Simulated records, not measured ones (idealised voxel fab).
This is a process module. Its name is voxel transistor to metal.
Section cut is 215 nm wide and gridded with 5 nm square cells.
Cross-section layout: square cells on a grid; listed as bands, top to bottom; a band spans one or more cell rows. The entry gives the band's vertical extent as a top height and a bottom height in nm, then its horizontal make-up as materials from left to right, each with a width in nm. "blank" stands for empty space; a single material marked "throughout" fills the band edge to edge. Height datum 0, below which the as-received substrate wafer is one material. Lowest band open at the bottom, running downward: "0 and below". Quick explanation for "30..40": the width changes in equal steps down the rows of cells, from the first number in the band's top row to the second number in its bottom row. "changes: none", as given for a step, is the statement that not any cell of the cross-section underwent a change during that step. Entry "Enclosed cavity list". Content: empty spaces with no open connection to the top, size 8 cells or greater. Each: width x height at distance. Distance: from left edge. Unit: nm. If you see something after the settings on a step's line, that's the simulator's own remark about that step. The line of a step may include "overlay nm". On a step with a mask, this value is how far to the right of its planned place the mask lay. A negative value means the mask lay to the left.
**Process steps foreseen in the plan**
- 1: RECEIVE with material Si
- 2: CONFORMAL_DEP with material SiO2, thk nm 5
- 3: CONFORMAL_DEP with material SiN, thk nm 15
- 4: PATTERN with tone cover, mask id ACTIVE, material resist, width nm 95, thk nm 20, overlay nm 0
- 5: DIRECTIONAL_ETCH with etch materials SiN, depth nm 15
- 6: DIRECTIONAL_ETCH with etch materials SiO2, depth nm 5
- 7: DIRECTIONAL_ETCH with etch materials Si, depth nm 30
- 8: STRIP with etch materials resist
- 9: FILL_DEP with material SiO2, thk nm 10
- 10: CMP with height nm 20
- 11: SELECTIVE_ETCH with etch materials SiO2, depth nm 10
- 12: STRIP with etch materials SiN
- 13: SELECTIVE_ETCH with etch materials SiO2, depth nm 5
- 14: OXIDIZE with depth nm 5
- 15: DIRECTIONAL_DEP with material polySi, thk nm 20
- 16: DIRECTIONAL_DEP with material SiCN, thk nm 10
- 17: DIRECTIONAL_DEP with material aC, thk nm 15
- 18: PATTERN with tone cover, mask id GATE, material resist, width nm 25, thk nm 35, overlay nm 0
- 19: DIRECTIONAL_ETCH with etch materials aC, depth nm 15
- 20: STRIP with etch materials resist
- 21: DIRECTIONAL_ETCH with etch materials SiCN, depth nm 20
- 22: DIRECTIONAL_ETCH with etch materials polySi, depth nm 30
- 23: STRIP with etch materials aC
- 24: CONFORMAL_DEP with material SiN, thk nm 5
- 25: DIRECTIONAL_ETCH with etch materials SiN, depth nm 5
- 26: DIRECTIONAL_ETCH with etch materials SiO2, depth nm 5
- 27: EPI with material nSi, thk nm 5
- 28: FILL_DEP with material SiO2, thk nm 10
- 29: CMP with height nm 30
- 30: DIRECTIONAL_DEP with material SiO2, thk nm 10
- 31: MASKED_ETCH with tone open, mask id CONTACT, width nm 15, pitch nm 70, etch materials SiO2, depth nm 40, overlay nm 0
- 32: CONFORMAL_DEP with material TiN, thk nm 5
- 33: FILL_DEP with material Ru, thk nm 5
- 34: CMP with height nm 40
- 35: DIRECTIONAL_DEP with material TiN, thk nm 5
- 36: DIRECTIONAL_DEP with material W, thk nm 20
- 37: MASKED_ETCH with tone cover, mask id METAL_1, width nm 15, pitch nm 70, etch materials W, depth nm 20, overlay nm 0
- 38: MASKED_ETCH with tone cover, mask id METAL_1, width nm 15, pitch nm 70, etch materials TiN, depth nm 5, overlay nm 0
- 39: FILL_DEP with material SiO2, thk nm 5
- 40: CMP with height nm 65
- 41: CONFORMAL_DEP with material SiN, thk nm 5
**The first of a set of two wafers, run to plan**
**This is the cross-section of the wafer as we received it, i.e. after step 1**
- 0 and below  Si throughout
- Enclosed cavity list: none
**So this is the wafer cross-section right after step 2**
- 5 down to 0  SiO2 throughout
- All layers under 0 are left as they were.
**So this is the wafer cross-section right after step 3**
- 20 down to 5  SiN throughout
- All layers under 5 are left as they were.
**So this is the wafer cross-section right after step 4**
- 40 down to 20  60 of blank | 95 of resist | 60 of blank
- All layers under 20 are left as they were.
**So this is the wafer cross-section right after step 5**
- 40 down to 20  60 of blank | 95 of resist | 60 of blank
- 20 down to 5  60 of blank | 95 of SiN | 60 of blank
- All layers under 5 are left as they were.
**So this is the wafer cross-section right after step 6**
- 40 down to 20  60 of blank | 95 of resist | 60 of blank
- 20 down to 5  60 of blank | 95 of SiN | 60 of blank
- 5 down to 0  60 of blank | 95 of SiO2 | 60 of blank
- All layers under 0 are left as they were.
**So this is the wafer cross-section right after step 7**
- 40 down to 20  60 of blank | 95 of resist | 60 of blank
- 20 down to 5  60 of blank | 95 of SiN | 60 of blank
- 5 down to 0  60 of blank | 95 of SiO2 | 60 of blank
- 0 down to -30  60 of blank | 95 of Si | 60 of blank
- All layers under -30 are left as they were.
**So this is the wafer cross-section right after step 8**
- 20 down to 5  60 of blank | 95 of SiN | 60 of blank
- All layers under 5 are left as they were.
**So this is the wafer cross-section right after step 9**
- 30 down to 20  SiO2 throughout
- 20 down to 5  60 of SiO2 | 95 of SiN | 60 of SiO2
- 5 down to 0  SiO2 throughout
- 0 down to -30  60 of SiO2 | 95 of Si | 60 of SiO2
- All layers under -30 are left as they were.
**So this is the wafer cross-section right after step 10**
- 20 down to 5  60 of SiO2 | 95 of SiN | 60 of SiO2
- All layers under 5 are left as they were.
**So this is the wafer cross-section right after step 11**
- 20 down to 10  60 of blank | 95 of SiN | 60 of blank
- All layers under 10 are left as they were.
**So this is the wafer cross-section right after step 12**
- 10 down to 5  60 of SiO2 | 95 of blank | 60 of SiO2
- All layers under 5 are left as they were.
**So this is the wafer cross-section right after step 13**
- 5 down to 0  55 of SiO2 | 105 of blank | 55 of SiO2
- All layers under 0 are left as they were.
**So this is the wafer cross-section right after step 14**
- 5 down to 0  55 of SiO2 | 105 of blank | 55 of SiO2
- 0 down to -5  SiO2 throughout
- All layers under -5 are left as they were.
**So this is the wafer cross-section right after step 15**
- 25 down to 20  55 of polySi | 105 of blank | 55 of polySi
- 20 down to 5  polySi throughout
- 5 down to 0  55 of SiO2 | 105 of polySi | 55 of SiO2
- All layers under 0 are left as they were.
**So this is the wafer cross-section right after step 16**
- 35 down to 30  55 of SiCN | 105 of blank | 55 of SiCN
- 30 down to 25  SiCN throughout
- 25 down to 20  55 of polySi | 105 of SiCN | 55 of polySi
- All layers under 20 are left as they were.
**So this is the wafer cross-section right after step 17**
- 50 down to 45  55 of aC | 105 of blank | 55 of aC
- 45 down to 35  aC throughout
- 35 down to 30  55 of SiCN | 105 of aC | 55 of SiCN
- All layers under 30 are left as they were.
**So this is the wafer cross-section right after step 18**
- 85 down to 50  95 of blank | 25 of resist | 95 of blank
- 50 down to 45  55 of aC | 40 of blank | 25 of resist | 40 of blank | 55 of aC
- All layers under 45 are left as they were.
**So this is the wafer cross-section right after step 19**
- 70 down to 45  95 of blank | 25 of resist | 95 of blank
- 45 down to 35  95 of blank | 25 of aC | 95 of blank
- 35 down to 30  55 of SiCN | 40 of blank | 25 of aC | 40 of blank | 55 of SiCN
- All layers under 30 are left as they were.
**So this is the wafer cross-section right after step 20**
- 45 down to 35  95 of blank | 25 of aC | 95 of blank
- All layers under 35 are left as they were.
**So this is the wafer cross-section right after step 21**
- 45 down to 30  95 of blank | 25 of aC | 95 of blank
- 30 down to 25  95 of blank | 25 of SiCN | 95 of blank
- 25 down to 20  55 of polySi | 40 of blank | 25 of SiCN | 40 of blank | 55 of polySi
- All layers under 20 are left as they were.
**So this is the wafer cross-section right after step 22**
- 45 down to 30  95 of blank | 25 of aC | 95 of blank
- 30 down to 20  95 of blank | 25 of SiCN | 95 of blank
- 20 down to 5  95 of blank | 25 of polySi | 95 of blank
- 5 down to 0  55 of SiO2 | 40 of blank | 25 of polySi | 40 of blank | 55 of SiO2
- All layers under 0 are left as they were.
**So this is the wafer cross-section right after step 23**
- 30 down to 20  95 of blank | 25 of SiCN | 95 of blank
- All layers under 20 are left as they were.
**So this is the wafer cross-section right after step 24**
- 35 down to 30  90 of blank | 35 of SiN | 90 of blank
- 30 down to 20  90 of blank | 5 of SiN | 25 of SiCN | 5 of SiN | 90 of blank
- 20 down to 10  90 of blank | 5 of SiN | 25 of polySi | 5 of SiN | 90 of blank
- 10 down to 5  60 of SiN | 30 of blank | 5 of SiN | 25 of polySi | 5 of SiN | 30 of blank | 60 of SiN
- 5 down to 0  55 of SiO2 | 40 of SiN | 25 of polySi | 40 of SiN | 55 of SiO2
- All layers under 0 are left as they were.
**So this is the wafer cross-section right after step 25**
- 30 down to 20  90 of blank | 5 of SiN | 25 of SiCN | 5 of SiN | 90 of blank
- 20 down to 5  90 of blank | 5 of SiN | 25 of polySi | 5 of SiN | 90 of blank
- 5 down to 0  55 of SiO2 | 5 of SiN | 30 of blank | 5 of SiN | 25 of polySi | 5 of SiN | 30 of blank | 5 of SiN | 55 of SiO2
- All layers under 0 are left as they were.
**So this is the wafer cross-section right after step 26**
- 30 down to 20  90 of blank | 5 of SiN | 25 of SiCN | 5 of SiN | 90 of blank
- 20 down to 5  90 of blank | 5 of SiN | 25 of polySi | 5 of SiN | 90 of blank
- 5 down to 0  55 of blank | 5 of SiN | 30 of blank | 5 of SiN | 25 of polySi | 5 of SiN | 30 of blank | 5 of SiN | 55 of blank
- 0 down to -5  60 of SiO2 | 30 of blank | 35 of SiO2 | 30 of blank | 60 of SiO2
- All layers under -5 are left as they were.
**So this is the wafer cross-section right after step 27**
- 30 down to 20  90 of blank | 5 of SiN | 25 of SiCN | 5 of SiN | 90 of blank
- 20 down to 5  90 of blank | 5 of SiN | 25 of polySi | 5 of SiN | 90 of blank
- 5 down to 0  55 of blank | 5 of SiN | 30 of blank | 5 of SiN | 25 of polySi | 5 of SiN | 30 of blank | 5 of SiN | 55 of blank
- 0 down to -5  60 of SiO2 | 30 of nSi | 35 of SiO2 | 30 of nSi | 60 of SiO2
- All layers under -5 are left as they were.
**So this is the wafer cross-section right after step 28**
- 40 down to 30  SiO2 throughout
- 30 down to 20  90 of SiO2 | 5 of SiN | 25 of SiCN | 5 of SiN | 90 of SiO2
- 20 down to 5  90 of SiO2 | 5 of SiN | 25 of polySi | 5 of SiN | 90 of SiO2
- 5 down to 0  55 of SiO2 | 5 of SiN | 30 of SiO2 | 5 of SiN | 25 of polySi | 5 of SiN | 30 of SiO2 | 5 of SiN | 55 of SiO2
- All layers under 0 are left as they were.
**So this is the wafer cross-section right after step 29**
- 30 down to 20  90 of SiO2 | 5 of SiN | 25 of SiCN | 5 of SiN | 90 of SiO2
- All layers under 20 are left as they were.
**So this is the wafer cross-section right after step 30**
- 40 down to 30  SiO2 throughout
- All layers under 30 are left as they were.
**So this is the wafer cross-section right after step 31**
- 40 down to 30  65 of SiO2 | 15 of blank | 55 of SiO2 | 15 of blank | 65 of SiO2
- 30 down to 20  65 of SiO2 | 15 of blank | 10 of SiO2 | 5 of SiN | 25 of SiCN | 5 of SiN | 10 of SiO2 | 15 of blank | 65 of SiO2
- 20 down to 5  65 of SiO2 | 15 of blank | 10 of SiO2 | 5 of SiN | 25 of polySi | 5 of SiN | 10 of SiO2 | 15 of blank | 65 of SiO2
- 5 down to 0  55 of SiO2 | 5 of SiN | 5 of SiO2 | 15 of blank | 10 of SiO2 | 5 of SiN | 25 of polySi | 5 of SiN | 10 of SiO2 | 15 of blank | 5 of SiO2 | 5 of SiN | 55 of SiO2
- All layers under 0 are left as they were.
**So this is the wafer cross-section right after step 32**
- 45 down to 40  70 of TiN | 5 of blank | 65 of TiN | 5 of blank | 70 of TiN
- 40 down to 30  65 of SiO2 | 5 of TiN | 5 of blank | 5 of TiN | 55 of SiO2 | 5 of TiN | 5 of blank | 5 of TiN | 65 of SiO2
- 30 down to 20  65 of SiO2 | 5 of TiN | 5 of blank | 5 of TiN | 10 of SiO2 | 5 of SiN | 25 of SiCN | 5 of SiN | 10 of SiO2 | 5 of TiN | 5 of blank | 5 of TiN | 65 of SiO2
- 20 down to 5  65 of SiO2 | 5 of TiN | 5 of blank | 5 of TiN | 10 of SiO2 | 5 of SiN | 25 of polySi | 5 of SiN | 10 of SiO2 | 5 of TiN | 5 of blank | 5 of TiN | 65 of SiO2
- 5 down to 0  55 of SiO2 | 5 of SiN | 5 of SiO2 | 15 of TiN | 10 of SiO2 | 5 of SiN | 25 of polySi | 5 of SiN | 10 of SiO2 | 15 of TiN | 5 of SiO2 | 5 of SiN | 55 of SiO2
- All layers under 0 are left as they were.
**So this is the wafer cross-section right after step 33**
- 50 down to 45  Ru throughout
- 45 down to 40  70 of TiN | 5 of Ru | 65 of TiN | 5 of Ru | 70 of TiN
- 40 down to 30  65 of SiO2 | 5 of TiN | 5 of Ru | 5 of TiN | 55 of SiO2 | 5 of TiN | 5 of Ru | 5 of TiN | 65 of SiO2
- 30 down to 20  65 of SiO2 | 5 of TiN | 5 of Ru | 5 of TiN | 10 of SiO2 | 5 of SiN | 25 of SiCN | 5 of SiN | 10 of SiO2 | 5 of TiN | 5 of Ru | 5 of TiN | 65 of SiO2
- 20 down to 5  65 of SiO2 | 5 of TiN | 5 of Ru | 5 of TiN | 10 of SiO2 | 5 of SiN | 25 of polySi | 5 of SiN | 10 of SiO2 | 5 of TiN | 5 of Ru | 5 of TiN | 65 of SiO2
- All layers under 5 are left as they were.
**So this is the wafer cross-section right after step 34**
- 40 down to 30  65 of SiO2 | 5 of TiN | 5 of Ru | 5 of TiN | 55 of SiO2 | 5 of TiN | 5 of Ru | 5 of TiN | 65 of SiO2
- All layers under 30 are left as they were.
**So this is the wafer cross-section right after step 35**
- 45 down to 40  TiN throughout
- All layers under 40 are left as they were.
**So this is the wafer cross-section right after step 36**
- 65 down to 45  W throughout
- All layers under 45 are left as they were.
**So this is the wafer cross-section right after step 37**
- 65 down to 45  65 of blank | 15 of W | 55 of blank | 15 of W | 65 of blank
- All layers under 45 are left as they were.
**So this is the wafer cross-section right after step 38**
- 65 down to 45  65 of blank | 15 of W | 55 of blank | 15 of W | 65 of blank
- 45 down to 40  65 of blank | 15 of TiN | 55 of blank | 15 of TiN | 65 of blank
- All layers under 40 are left as they were.
**So this is the wafer cross-section right after step 39**
- 70 down to 65  SiO2 throughout
- 65 down to 45  65 of SiO2 | 15 of W | 55 of SiO2 | 15 of W | 65 of SiO2
- 45 down to 40  65 of SiO2 | 15 of TiN | 55 of SiO2 | 15 of TiN | 65 of SiO2
- All layers under 40 are left as they were.
**So this is the wafer cross-section right after step 40**
- 65 down to 45  65 of SiO2 | 15 of W | 55 of SiO2 | 15 of W | 65 of SiO2
- All layers under 45 are left as they were.
**So this is the wafer cross-section right after step 41**
- 70 down to 65  SiN throughout
- All layers under 65 are left as they were.
**Companion wafer, the second of two: same beginning, same intended sequence, one mistake in carrying it out; through step 17 inclusive it tracks the first exactly**
**when step 18 should have ended**
- 85 down to 50  95 of resist | 25 of blank | 95 of resist
- 50 down to 45  55 of aC | 40 of resist | 25 of blank | 40 of resist | 55 of aC
- All layers under 45 are left as they were.
**when step 19 should have ended**
- 70 down to 50  95 of resist | 25 of blank | 95 of resist
- 50 down to 45  55 of aC | 40 of resist | 25 of blank | 40 of resist | 55 of aC
- 45 down to 35  95 of aC | 25 of blank | 95 of aC
- 35 down to 30  55 of SiCN | 40 of aC | 25 of blank | 40 of aC | 55 of SiCN
- All layers under 30 are left as they were.
**when step 20 should have ended**
- 50 down to 45  55 of aC | 105 of blank | 55 of aC
- All layers under 45 are left as they were.
**when step 21 should have ended**
- 50 down to 45  55 of aC | 105 of blank | 55 of aC
- 45 down to 35  95 of aC | 25 of blank | 95 of aC
- 35 down to 30  55 of SiCN | 40 of aC | 25 of blank | 40 of aC | 55 of SiCN
- 30 down to 25  95 of SiCN | 25 of blank | 95 of SiCN
- 25 down to 20  55 of polySi | 40 of SiCN | 25 of blank | 40 of SiCN | 55 of polySi
- All layers under 20 are left as they were.
**when step 22 should have ended**
- 50 down to 45  55 of aC | 105 of blank | 55 of aC
- 45 down to 35  95 of aC | 25 of blank | 95 of aC
- 35 down to 30  55 of SiCN | 40 of aC | 25 of blank | 40 of aC | 55 of SiCN
- 30 down to 25  95 of SiCN | 25 of blank | 95 of SiCN
- 25 down to 20  55 of polySi | 40 of SiCN | 25 of blank | 40 of SiCN | 55 of polySi
- 20 down to 5  95 of polySi | 25 of blank | 95 of polySi
- 5 down to 0  55 of SiO2 | 40 of polySi | 25 of blank | 40 of polySi | 55 of SiO2
- All layers under 0 are left as they were.
**when step 23 should have ended**
- 35 down to 25  55..95 of SiCN | 105..25 of blank | 55..95 of SiCN
- All layers under 25 are left as they were.
**when step 24 should have ended**
- 40 down to 35  60 of SiN | 95 of blank | 60 of SiN
- 35 down to 25  55..95 of SiCN | 45..5 of SiN | 15 of blank | 45..5 of SiN | 55..95 of SiCN
- 25 down to 20  55 of polySi | 40 of SiCN | 5 of SiN | 15 of blank | 5 of SiN | 40 of SiCN | 55 of polySi
- 20 down to 5  95 of polySi | 5 of SiN | 15 of blank | 5 of SiN | 95 of polySi
- 5 down to 0  55 of SiO2 | 40 of polySi | 25 of SiN | 40 of polySi | 55 of SiO2
- All layers under 0 are left as they were.
**when step 25 should have ended**
- 35 down to 25  55..95 of SiCN | 5 of SiN | 95..15 of blank | 5 of SiN | 55..95 of SiCN
- 25 down to 20  55 of polySi | 40 of SiCN | 5 of SiN | 15 of blank | 5 of SiN | 40 of SiCN | 55 of polySi
- 20 down to 5  95 of polySi | 5 of SiN | 15 of blank | 5 of SiN | 95 of polySi
- 5 down to 0  55 of SiO2 | 40 of polySi | 5 of SiN | 15 of blank | 5 of SiN | 40 of polySi | 55 of SiO2
- All layers under 0 are left as they were.
**when step 26 should have ended**
- 35 down to 25  55..95 of SiCN | 5 of SiN | 95..15 of blank | 5 of SiN | 55..95 of SiCN
- 25 down to 20  55 of polySi | 40 of SiCN | 5 of SiN | 15 of blank | 5 of SiN | 40 of SiCN | 55 of polySi
- 20 down to 5  95 of polySi | 5 of SiN | 15 of blank | 5 of SiN | 95 of polySi
- 5 down to 0  55 of SiO2 | 40 of polySi | 5 of SiN | 15 of blank | 5 of SiN | 40 of polySi | 55 of SiO2
- 0 down to -5  100 of SiO2 | 15 of blank | 100 of SiO2
- All layers under -5 are left as they were.
**when step 27 should have ended**
- 35 down to 25  55..95 of SiCN | 5 of SiN | 95..15 of blank | 5 of SiN | 55..95 of SiCN
- 25 down to 20  55 of polySi | 40 of SiCN | 5 of SiN | 15 of blank | 5 of SiN | 40 of SiCN | 55 of polySi
- 20 down to 5  95 of polySi | 5 of SiN | 15 of blank | 5 of SiN | 95 of polySi
- 5 down to 0  55 of SiO2 | 40 of polySi | 5 of SiN | 15 of blank | 5 of SiN | 40 of polySi | 55 of SiO2
- 0 down to -5  100 of SiO2 | 15 of nSi | 100 of SiO2
- All layers under -5 are left as they were.
**when step 28 should have ended**
- 45 down to 35  SiO2 throughout
- 35 down to 25  55..95 of SiCN | 5 of SiN | 95..15 of SiO2 | 5 of SiN | 55..95 of SiCN
- 25 down to 20  55 of polySi | 40 of SiCN | 5 of SiN | 15 of SiO2 | 5 of SiN | 40 of SiCN | 55 of polySi
- 20 down to 5  95 of polySi | 5 of SiN | 15 of SiO2 | 5 of SiN | 95 of polySi
- 5 down to 0  55 of SiO2 | 40 of polySi | 5 of SiN | 15 of SiO2 | 5 of SiN | 40 of polySi | 55 of SiO2
- All layers under 0 are left as they were.
**when step 29 should have ended**
- 30 down to 25  95 of SiCN | 5 of SiN | 15 of SiO2 | 5 of SiN | 95 of SiCN
- All layers under 25 are left as they were.
**when step 30 should have ended**
- 40 down to 30  SiO2 throughout
- All layers under 30 are left as they were.
**when step 31 should have ended**
- 40 down to 30  65 of SiO2 | 15 of blank | 55 of SiO2 | 15 of blank | 65 of SiO2
- All layers under 30 are left as they were.
**when step 32 should have ended**
- 45 down to 40  70 of TiN | 5 of blank | 65 of TiN | 5 of blank | 70 of TiN
- 40 down to 35  65 of SiO2 | 5 of TiN | 5 of blank | 5 of TiN | 55 of SiO2 | 5 of TiN | 5 of blank | 5 of TiN | 65 of SiO2
- 35 down to 30  65 of SiO2 | 15 of TiN | 55 of SiO2 | 15 of TiN | 65 of SiO2
- All layers under 30 are left as they were.
**when step 33 should have ended**
- 50 down to 45  Ru throughout
- 45 down to 40  70 of TiN | 5 of Ru | 65 of TiN | 5 of Ru | 70 of TiN
- 40 down to 35  65 of SiO2 | 5 of TiN | 5 of Ru | 5 of TiN | 55 of SiO2 | 5 of TiN | 5 of Ru | 5 of TiN | 65 of SiO2
- All layers under 35 are left as they were.
**when step 34 should have ended**
- 40 down to 35  65 of SiO2 | 5 of TiN | 5 of Ru | 5 of TiN | 55 of SiO2 | 5 of TiN | 5 of Ru | 5 of TiN | 65 of SiO2
- All layers under 35 are left as they were.
**when step 35 should have ended**
- 45 down to 40  TiN throughout
- All layers under 40 are left as they were.
**when step 36 should have ended**
- 65 down to 45  W throughout
- All layers under 45 are left as they were.
**when step 37 should have ended**
- 65 down to 45  65 of blank | 15 of W | 55 of blank | 15 of W | 65 of blank
- All layers under 45 are left as they were.
**when step 38 should have ended**
- 65 down to 45  65 of blank | 15 of W | 55 of blank | 15 of W | 65 of blank
- 45 down to 40  65 of blank | 15 of TiN | 55 of blank | 15 of TiN | 65 of blank
- All layers under 40 are left as they were.
**when step 39 should have ended**
- 70 down to 65  SiO2 throughout
- 65 down to 45  65 of SiO2 | 15 of W | 55 of SiO2 | 15 of W | 65 of SiO2
- 45 down to 40  65 of SiO2 | 15 of TiN | 55 of SiO2 | 15 of TiN | 65 of SiO2
- All layers under 40 are left as they were.
**when step 40 should have ended**
- 65 down to 45  65 of SiO2 | 15 of W | 55 of SiO2 | 15 of W | 65 of SiO2
- All layers under 45 are left as they were.
**when step 41 should have ended**
- 70 down to 65  SiN throughout
- All layers under 65 are left as they were.
Heads up, the wafer didn't run the way we planned it: note that step 18 departed from the planned setting and was carried out as PATTERN with tone open, mask id GATE, material resist, width nm 25, thk nm 35, overlay nm 0
Wrapping up, a cell-based count of both wafers puts the second over or under the first for these materials: Ru -12; SiCN +44; SiN -2; SiO2 -129; TiN -24; nSi -9; polySi +132
